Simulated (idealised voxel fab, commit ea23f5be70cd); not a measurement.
Process module in this document: voxel wiring stack
In the cross-section labelled cut, the width is 295 nm and each square cell is 5 nm.
For the purposes of this document, a cross-section shall be understood as a grid of square cells, specified as bands listed in top-to-bottom order, each band consisting of one or more rows of cells. Within each band entry, the heights of the top and of the bottom of the band appear first, in that order and in nm; the materials of the band then follow from left to right, each with its corresponding width in nm. The designation "everywhere" on a single material indicates that it fills the band from edge to edge; the designation "blank" indicates empty space. Heights are measured from 0, the level below which the as-received wafer is all one material; the lowest band has no bottom and continues downward, written as in "z 0 and below". Width spec "30 to 40" -> top row of cells at first value, bottom row at second value, equal per-row change in between. "nothing different" for a step: no cell of the cross-section changed in that step. "Enclosed empty spaces" specifies each empty space that is not open to the top and that occupies no fewer than 8 cells, using the form width x height at distance, the distance measured from the left edge and all three quantities in nm. Heads up: the bit after the settings on a step's line is the simulator's remark on that step. Among the settings permitted on a step's line is "overlay nm"; applied to a step with a mask, it specifies the extent to which the mask lay to the right of its planned position, whereas a negative figure signifies a position to the left.

[Steps planned for the process]
1) RECEIVE, material Si
2) CONFORMAL_DEP, material SiO2, thk nm 10
3) DIRECTIONAL_DEP, material TiN, thk nm 5
4) DIRECTIONAL_DEP, material Ru, thk nm 25
5) MASKED_ETCH, tone cover, mask id METAL_1, width nm 30, pitch nm 55, etch materials Ru, depth nm 25, overlay nm 0
6) MASKED_ETCH, tone cover, mask id METAL_1, width nm 30, pitch nm 55, etch materials TiN, depth nm 5, overlay nm 0
7) FILL_DEP, material SiO2, thk nm 10
8) CMP, height nm 40
9) CONFORMAL_DEP, material SiCN, thk nm 5
10) DIRECTIONAL_DEP, material lowk, thk nm 20
11) PATTERN, tone open, mask id PLUG_1, material resist, width nm 15, pitch nm 110, thk nm 20, overlay nm 0
12) DIRECTIONAL_ETCH, etch materials lowk, depth nm 20
13) DIRECTIONAL_ETCH, etch materials SiCN, depth nm 5
14) STRIP, etch materials resist
15) EPI, material Ru, thk nm 10
16) EPI, material Ru, thk nm 10
17) EPI, material Ru, thk nm 5
18) DIRECTIONAL_DEP, material TiN, thk nm 5
19) DIRECTIONAL_DEP, material W, thk nm 20
20) DIRECTIONAL_DEP, material aC, thk nm 15
21) PATTERN, tone cover, mask id METAL_2, material resist, width nm 30, pitch nm 55, thk nm 35, overlay nm 0
22) DIRECTIONAL_ETCH, etch materials aC, depth nm 15
23) STRIP, etch materials resist
24) DIRECTIONAL_ETCH, etch materials W, depth nm 20
25) DIRECTIONAL_ETCH, etch materials TiN, depth nm 5
26) STRIP, etch materials aC
27) FILL_DEP, material SiO2, thk nm 5
28) CMP, height nm 90
29) CONFORMAL_DEP, material SiCN, thk nm 5

[Incoming wafer, cross-sectional view, post step 1]
> z 0 and below = Si everywhere
> Enclosed empty spaces: none

[The cross-section shown corresponds to the wafer at the conclusion of the module. The initial structure and the process plan are those presented above; however, one mistake occurred in executing the plan]
> z 95 to 90 = SiCN everywhere
> z 90 to 70 = SiO2 (90), then W (15), then SiO2 (25), then W (30), then SiO2 (40), then W (15), then SiO2 (80)
> z 70 to 65 = SiO2 (90), then TiN (15), then SiO2 (25), then TiN (30), then SiO2 (40), then TiN (15), then SiO2 (80)
> z 65 to 45 = lowk (75), then W (15), then lowk (95), then W (15), then lowk (95)
> z 45 to 40 = SiCN (75), then TiN (15), then SiCN (95), then TiN (15), then SiCN (95)
> z 40 to 15 = Ru (75), then SiO2 (30), then Ru (25), then SiO2 (30), then Ru (25), then SiO2 (30), then Ru (80)
> z 15 to 10 = TiN everywhere
> z 10 to 0 = SiO2 everywhere
> z 0 and below = Si everywhere
> Enclosed empty spaces: none
Which mistake was made when the wafer was run? step 5, actual vs plan mismatch, actual run MASKED_ETCH, tone open, mask id METAL_1, width nm 30, pitch nm 55, etch materials Ru, depth nm 25, overlay nm 0
